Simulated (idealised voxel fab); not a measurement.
The following process module bears the name voxel gate over fins.
The width of the displayed cross-section, cut, is 255 nm; its cells are square, with a size of 5 nm.
A cross-section is written here as square cells arranged in a grid, and it is given in bands from the top down, each band taking up one or more rows of cells. This entry defines a band. It first specifies the height of the band's top and the height of its bottom in nm, and then specifies the band's materials from left to right, stating each material with its width in nm. The word "all across" identifies a single material that fills the band from edge to edge, while the word "air" identifies empty space. It should be noted that heights are counted from 0, beneath which the wafer as supplied is of one material throughout, and that the lowest band possesses no lower boundary but continues downward, as written in "0 -> down". Read "30->40" as a graded width: first number on top, second number at the bottom, same change between each pair of neighbouring rows. A step reported as "no alterations made" is a step in which no cell of the cross-section changed. Basically, "Sealed voids" tells you about the enclosed voids: empty spaces with no open way to the top, 8 cells or bigger, each written width x height at distance, where distance is from the left edge, all in nm. Where a step's line continues beyond its settings, the continuation is a remark by the simulator itself on that step. overlay nm: how far to the right of its planned place the mask lay on this masked step (negative: to the left).
Intended process steps:
1 RECEIVE | material Si
2 CONFORMAL_DEP | material SiN | thk nm 10
3 PATTERN | tone cover | mask id FINS | material resist | width nm 15 | pitch nm 35 | thk nm 15 | overlay nm 0
4 DIRECTIONAL_ETCH | etch materials SiN | depth nm 10
5 DIRECTIONAL_ETCH | etch materials Si | depth nm 30
6 STRIP | etch materials resist
7 OXIDIZE | depth nm 5
8 FILL_DEP | material SiO2 | thk nm 10
9 CMP | height nm 10
10 SELECTIVE_ETCH | etch materials SiO2 | depth nm 20
11 STRIP | etch materials SiN
12 CONFORMAL_DEP | material HfO2 | thk nm 5
13 CONFORMAL_DEP | material TiN | thk nm 5
14 FILL_DEP | material W | thk nm 10
15 CMP | height nm 15
16 CONFORMAL_DEP | material SiCN | thk nm 5
So, the first of our two wafers, run just as we planned it:
As received (post step 1): cross-section:
	0 -> down = Si all across
	Sealed voids: none
You're looking at a cross-section of the wafer after step 2:
	10 -> 0 = SiN all across
	Below 0, the layers are the same as they were.
You're looking at a cross-section of the wafer after step 3:
	25 -> 10 = air (85), resist (15), air (20), resist (15), air (20), resist (15), air (85)
	Below 10, the layers are the same as they were.
You're looking at a cross-section of the wafer after step 4:
	25 -> 10 = air (85), resist (15), air (20), resist (15), air (20), resist (15), air (85)
	10 -> 0 = air (85), SiN (15), air (20), SiN (15), air (20), SiN (15), air (85)
	Below 0, the layers are the same as they were.
You're looking at a cross-section of the wafer after step 5:
	25 -> 10 = air (85), resist (15), air (20), resist (15), air (20), resist (15), air (85)
	10 -> 0 = air (85), SiN (15), air (20), SiN (15), air (20), SiN (15), air (85)
	0 -> -30 = air (85), Si (15), air (20), Si (15), air (20), Si (15), air (85)
	Below -30, the layers are the same as they were.
You're looking at a cross-section of the wafer after step 6:
	10 -> 0 = air (85), SiN (15), air (20), SiN (15), air (20), SiN (15), air (85)
	Below 0, the layers are the same as they were.
You're looking at a cross-section of the wafer after step 7:
	10 -> 0 = air (85), SiN (15), air (20), SiN (15), air (20), SiN (15), air (85)
	0 -> -30 = air (85), SiO2 (5), Si (5), SiO2 (5), air (20), SiO2 (5), Si (5), SiO2 (5), air (20), SiO2 (5), Si (5), SiO2 (5), air (85)
	-30 -> -35 = SiO2 (90), Si (5), SiO2 (30), Si (5), SiO2 (30), Si (5), SiO2 (90)
	Below -35, the layers are the same as they were.
You're looking at a cross-section of the wafer after step 8:
	20 -> 10 = SiO2 all across
	10 -> 0 = SiO2 (85), SiN (15), SiO2 (20), SiN (15), SiO2 (20), SiN (15), SiO2 (85)
	0 -> -35 = SiO2 (90), Si (5), SiO2 (30), Si (5), SiO2 (30), Si (5), SiO2 (90)
	Below -35, the layers are the same as they were.
You're looking at a cross-section of the wafer after step 9:
	10 -> 0 = SiO2 (85), SiN (15), SiO2 (20), SiN (15), SiO2 (20), SiN (15), SiO2 (85)
	Below 0, the layers are the same as they were.
You're looking at a cross-section of the wafer after step 10:
	10 -> 0 = air (85), SiN (15), air (20), SiN (15), air (20), SiN (15), air (85)
	0 -> -10 = air (90), Si (5), air (30), Si (5), air (30), Si (5), air (90)
	Below -10, the layers are the same as they were.
You're looking at a cross-section of the wafer after step 11:
	0 -> -10 = air (90), Si (5), air (30), Si (5), air (30), Si (5), air (90)
	Below -10, the layers are the same as they were.
You're looking at a cross-section of the wafer after step 12:
	5 -> 0 = air (85), HfO2 (15), air (20), HfO2 (15), air (20), HfO2 (15), air (85)
	0 -> -5 = air (85), HfO2 (5), Si (5), HfO2 (5), air (20), HfO2 (5), Si (5), HfO2 (5), air (20), HfO2 (5), Si (5), HfO2 (5), air (85)
	-5 -> -10 = HfO2 (90), Si (5), HfO2 (30), Si (5), HfO2 (30), Si (5), HfO2 (90)
	Below -10, the layers are the same as they were.
You're looking at a cross-section of the wafer after step 13:
	10 -> 5 = air (80), TiN (25), air (10), TiN (25), air (10), TiN (25), air (80)
	5 -> 0 = air (80), TiN (5), HfO2 (15), TiN (5), air (10), TiN (5), HfO2 (15), TiN (5), air (10), TiN (5), HfO2 (15), TiN (5), air (80)
	0 -> -5 = TiN (85), HfO2 (5), Si (5), HfO2 (5), TiN (20), HfO2 (5), Si (5), HfO2 (5), TiN (20), HfO2 (5), Si (5), HfO2 (5), TiN (85)
	Below -5, the layers are the same as they were.
You're looking at a cross-section of the wafer after step 14:
	20 -> 10 = W all across
	10 -> 5 = W (80), TiN (25), W (10), TiN (25), W (10), TiN (25), W (80)
	5 -> 0 = W (80), TiN (5), HfO2 (15), TiN (5), W (10), TiN (5), HfO2 (15), TiN (5), W (10), TiN (5), HfO2 (15), TiN (5), W (80)
	Below 0, the layers are the same as they were.
You're looking at a cross-section of the wafer after step 15:
	15 -> 10 = W all across
	Below 10, the layers are the same as they were.
You're looking at a cross-section of the wafer after step 16:
	20 -> 15 = SiCN all across
	Below 15, the layers are the same as they were.
Now the other wafer: same start, same recipe, but we messed up one thing when running it. Up to and including step 2 it's the same as the first one:
What the second wafer looks like in cross-section when step 3 should have wrapped up:
	25 -> 10 = air (95), resist (15), air (20), resist (15), air (20), resist (15), air (75)
	Below 10, the layers are the same as they were.
What the second wafer looks like in cross-section when step 4 should have wrapped up:
	25 -> 10 = air (95), resist (15), air (20), resist (15), air (20), resist (15), air (75)
	10 -> 0 = air (95), SiN (15), air (20), SiN (15), air (20), SiN (15), air (75)
	Below 0, the layers are the same as they were.
What the second wafer looks like in cross-section when step 5 should have wrapped up:
	25 -> 10 = air (95), resist (15), air (20), resist (15), air (20), resist (15), air (75)
	10 -> 0 = air (95), SiN (15), air (20), SiN (15), air (20), SiN (15), air (75)
	0 -> -30 = air (95), Si (15), air (20), Si (15), air (20), Si (15), air (75)
	Below -30, the layers are the same as they were.
What the second wafer looks like in cross-section when step 6 should have wrapped up:
	10 -> 0 = air (95), SiN (15), air (20), SiN (15), air (20), SiN (15), air (75)
	Below 0, the layers are the same as they were.
What the second wafer looks like in cross-section when step 7 should have wrapped up:
	10 -> 0 = air (95), SiN (15), air (20), SiN (15), air (20), SiN (15), air (75)
	0 -> -30 = air (95), SiO2 (5), Si (5), SiO2 (5), air (20), SiO2 (5), Si (5), SiO2 (5), air (20), SiO2 (5), Si (5), SiO2 (5), air (75)
	-30 -> -35 = SiO2 (100), Si (5), SiO2 (30), Si (5), SiO2 (30), Si (5), SiO2 (80)
	Below -35, the layers are the same as they were.
What the second wafer looks like in cross-section when step 8 should have wrapped up:
	20 -> 10 = SiO2 all across
	10 -> 0 = SiO2 (95), SiN (15), SiO2 (20), SiN (15), SiO2 (20), SiN (15), SiO2 (75)
	0 -> -35 = SiO2 (100), Si (5), SiO2 (30), Si (5), SiO2 (30), Si (5), SiO2 (80)
	Below -35, the layers are the same as they were.
What the second wafer looks like in cross-section when step 9 should have wrapped up:
	10 -> 0 = SiO2 (95), SiN (15), SiO2 (20), SiN (15), SiO2 (20), SiN (15), SiO2 (75)
	Below 0, the layers are the same as they were.
What the second wafer looks like in cross-section when step 10 should have wrapped up:
	10 -> 0 = air (95), SiN (15), air (20), SiN (15), air (20), SiN (15), air (75)
	0 -> -10 = air (100), Si (5), air (30), Si (5), air (30), Si (5), air (80)
	Below -10, the layers are the same as they were.
What the second wafer looks like in cross-section when step 11 should have wrapped up:
	0 -> -10 = air (100), Si (5), air (30), Si (5), air (30), Si (5), air (80)
	Below -10, the layers are the same as they were.
What the second wafer looks like in cross-section when step 12 should have wrapped up:
	5 -> 0 = air (95), HfO2 (15), air (20), HfO2 (15), air (20), HfO2 (15), air (75)
	0 -> -5 = air (95), HfO2 (5), Si (5), HfO2 (5), air (20), HfO2 (5), Si (5), HfO2 (5), air (20), HfO2 (5), Si (5), HfO2 (5), air (75)
	-5 -> -10 = HfO2 (100), Si (5), HfO2 (30), Si (5), HfO2 (30), Si (5), HfO2 (80)
	Below -10, the layers are the same as they were.
What the second wafer looks like in cross-section when step 13 should have wrapped up:
	10 -> 5 = air (90), TiN (25), air (10), TiN (25), air (10), TiN (25), air (70)
	5 -> 0 = air (90), TiN (5), HfO2 (15), TiN (5), air (10), TiN (5), HfO2 (15), TiN (5), air (10), TiN (5), HfO2 (15), TiN (5), air (70)
	0 -> -5 = TiN (95), HfO2 (5), Si (5), HfO2 (5), TiN (20), HfO2 (5), Si (5), HfO2 (5), TiN (20), HfO2 (5), Si (5), HfO2 (5), TiN (75)
	Below -5, the layers are the same as they were.
What the second wafer looks like in cross-section when step 14 should have wrapped up:
	20 -> 10 = W all across
	10 -> 5 = W (90), TiN (25), W (10), TiN (25), W (10), TiN (25), W (70)
	5 -> 0 = W (90), TiN (5), HfO2 (15), TiN (5), W (10), TiN (5), HfO2 (15), TiN (5), W (10), TiN (5), HfO2 (15), TiN (5), W (70)
	Below 0, the layers are the same as they were.
What the second wafer looks like in cross-section when step 15 should have wrapped up:
	15 -> 10 = W all across
	Below 10, the layers are the same as they were.
What the second wafer looks like in cross-section when step 16 should have wrapped up:
	20 -> 15 = SiCN all across
	Below 15, the layers are the same as they were.
Short version of what went wrong: step 3 did not use the planned setting and instead ran as PATTERN | tone cover | mask id FINS | material resist | width nm 15 | pitch nm 35 | thk nm 15 | overlay nm 10
At the end, each material covers as many cells on the second wafer as it does on the first, though the cells it covers are elsewhere.
